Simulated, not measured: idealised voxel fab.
process module | voxel air gaps
cross-section cut | 220 nm wide | cells 5 nm
A cross-section is a grid of square cells, given in bands from the top down. A band is one or more rows of cells.
Each band's line starts with the height of the band's top and of its bottom, in nm. Then come its materials from left to right, each with its width in nm. One material with "throughout" fills the band from edge to edge. "air" is empty space.
Height 0 is the level under which the wafer as received is all one material. The lowest band goes on downwards, as in "0 down".
A width such as "30 to 40" changes by the same amount from each row of cells to the next, from the band's top row to its bottom row.
"no change" after a step means that no cell of the cross-section changed.
closed voids: empty space of 8 cells or more with no open way to the top, each as width x height at its distance from the left edge, in nm
after a step's settings: what the simulator itself notes on the step
overlay nm, on a step with a mask: how far to the right of its planned place the mask lay; to the left if negative
plan
1 op RECEIVE | material Si
2 op CONFORMAL_DEP | material SiO2 | thk nm 15
3 op CONFORMAL_DEP | material SiN | thk nm 5
4 op DIRECTIONAL_DEP | material SiO2 | thk nm 35
5 op DIRECTIONAL_DEP | material aC | thk nm 15
6 op PATTERN | tone open | mask id LINES | material resist | width nm 20 | pitch nm 50 | thk nm 30 | overlay nm 0
7 op DIRECTIONAL_ETCH | etch materials aC | depth nm 15
8 op STRIP | etch materials resist
9 op DIRECTIONAL_ETCH | etch materials SiO2 | depth nm 35
10 op STRIP | etch materials aC
11 op CONFORMAL_DEP | material TiN | thk nm 5
12 op FILL_DEP | material W | thk nm 10
13 op CMP | height nm 55
14 op EPI | material Ru | thk nm 10
15 op SELECTIVE_ETCH | etch materials SiO2 | depth nm 45
16 op CONFORMAL_DEP | material SiCN | thk nm 5
as received, after step 1
  0 down: Si throughout
  closed voids: none
a wafer at the end: this start, this plan, one mistake
  70 to 65: air 20 | SiCN 200
  65 to 55: air 20 | SiCN 5 | Ru 40 | SiCN 10 | Ru 40 | SiCN 10 | Ru 40 | SiCN 10 | Ru 40 | SiCN 5
  55 to 50: air 20 | SiCN 15 | TiN 5 | W 10 | TiN 5 | SiCN 30 | TiN 5 | W 10 | TiN 5 | SiCN 30 | TiN 5 | W 10 | TiN 5 | SiCN 30 | TiN 5 | W 10 | TiN 5 | SiCN 15
  50 to 25: air 30 | SiCN 5 | TiN 5 | W 10 | TiN 5 | SiCN 5 | air 20 | SiCN 5 | TiN 5 | W 10 | TiN 5 | SiCN 5 | air 20 | SiCN 5 | TiN 5 | W 10 | TiN 5 | SiCN 5 | air 20 | SiCN 5 | TiN 5 | W 10 | TiN 5 | SiCN 5 | air 10
  25 to 20: SiCN 35 | TiN 20 | SiCN 30 | TiN 20 | SiCN 30 | TiN 20 | SiCN 30 | TiN 20 | SiCN 15
  20 to 15: SiN throughout
  15 to 0: SiO2 throughout
  0 down: Si throughout
  closed voids: 20 x 25 at 60; 20 x 25 at 110; 20 x 25 at 160; 10 x 25 at 210
what went wrong: step 6 ran as: op PATTERN | tone open | mask id LINES | material resist | width nm 20 | pitch nm 50 | thk nm 30 | overlay nm 10
